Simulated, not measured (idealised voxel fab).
process module | voxel air gaps
cross-section cut | 155 nm wide | cells 5 nm
A cross-section is a grid of square cells, given in bands from the top down. A band is one or more rows of cells.
Each band's line starts with the height of the band's top and of its bottom, in nm. Then come its materials from left to right, each with its width in nm. One material with "throughout" fills the band from edge to edge. "air" is empty space.
Height 0 is the level under which the wafer as received is all one material. The lowest band goes on downwards, as in "0 down".
A width such as "30 to 40" changes by the same amount from each row of cells to the next, from the band's top row to its bottom row.
"no change" after a step means that no cell of the cross-section changed.
closed voids: empty space of 8 cells or more with no open way to the top, each as width x height at its distance from the left edge, in nm
after a step's settings: what the simulator itself notes on the step
overlay nm, on a step with a mask: how far to the right of its planned place the mask lay; to the left if negative
plan
1 op RECEIVE | material Si
2 op CONFORMAL_DEP | material SiO2 | thk nm 10
3 op CONFORMAL_DEP | material SiN | thk nm 5
4 op DIRECTIONAL_DEP | material SiO2 | thk nm 30
5 op DIRECTIONAL_DEP | material aC | thk nm 10
6 op PATTERN | tone open | mask id LINES | material resist | width nm 20 | pitch nm 45 | thk nm 30 | overlay nm 0
7 op DIRECTIONAL_ETCH | etch materials aC | depth nm 10
8 op STRIP | etch materials resist
9 op DIRECTIONAL_ETCH | etch materials SiO2 | depth nm 30
10 op STRIP | etch materials aC
11 op CONFORMAL_DEP | material TiN | thk nm 5
12 op FILL_DEP | material Ru | thk nm 5
13 op CMP | height nm 45
14 op EPI | material Ru | thk nm 10
15 op SELECTIVE_ETCH | etch materials SiO2 | depth nm 40
16 op CONFORMAL_DEP | material SiCN | thk nm 5
as received, after step 1
  0 down: Si throughout
  closed voids: none
a wafer at the end: this start, this plan, one mistake
  60 to 55: air 10 | SiCN 135 | air 10
  55 to 45: air 10 | SiCN 5 | Ru 35 | SiCN 10 | Ru 35 | SiCN 10 | Ru 35 | SiCN 5 | air 10
  45 to 40: air 10 | SiCN 15 | TiN 5 | Ru 5 | TiN 5 | SiCN 30 | TiN 5 | Ru 5 | TiN 5 | SiCN 30 | TiN 5 | Ru 5 | TiN 5 | SiCN 15 | air 10
  40 to 20: air 20 | SiCN 5 | TiN 5 | Ru 5 | TiN 5 | SiCN 5 | air 20 | SiCN 5 | TiN 5 | Ru 5 | TiN 5 | SiCN 5 | air 20 | SiCN 5 | TiN 5 | Ru 5 | TiN 5 | SiCN 5 | air 20
  20 to 15: SiCN 25 | TiN 15 | SiCN 30 | TiN 15 | SiCN 30 | TiN 15 | SiCN 25
  15 to 10: SiN throughout
  10 to 0: SiO2 throughout
  0 down: Si throughout
  closed voids: 20 x 20 at 45; 20 x 20 at 90
what went wrong: step 6 ran as: op PATTERN | tone open | mask id LINES | material resist | width nm 15 | pitch nm 45 | thk nm 30 | overlay nm 0
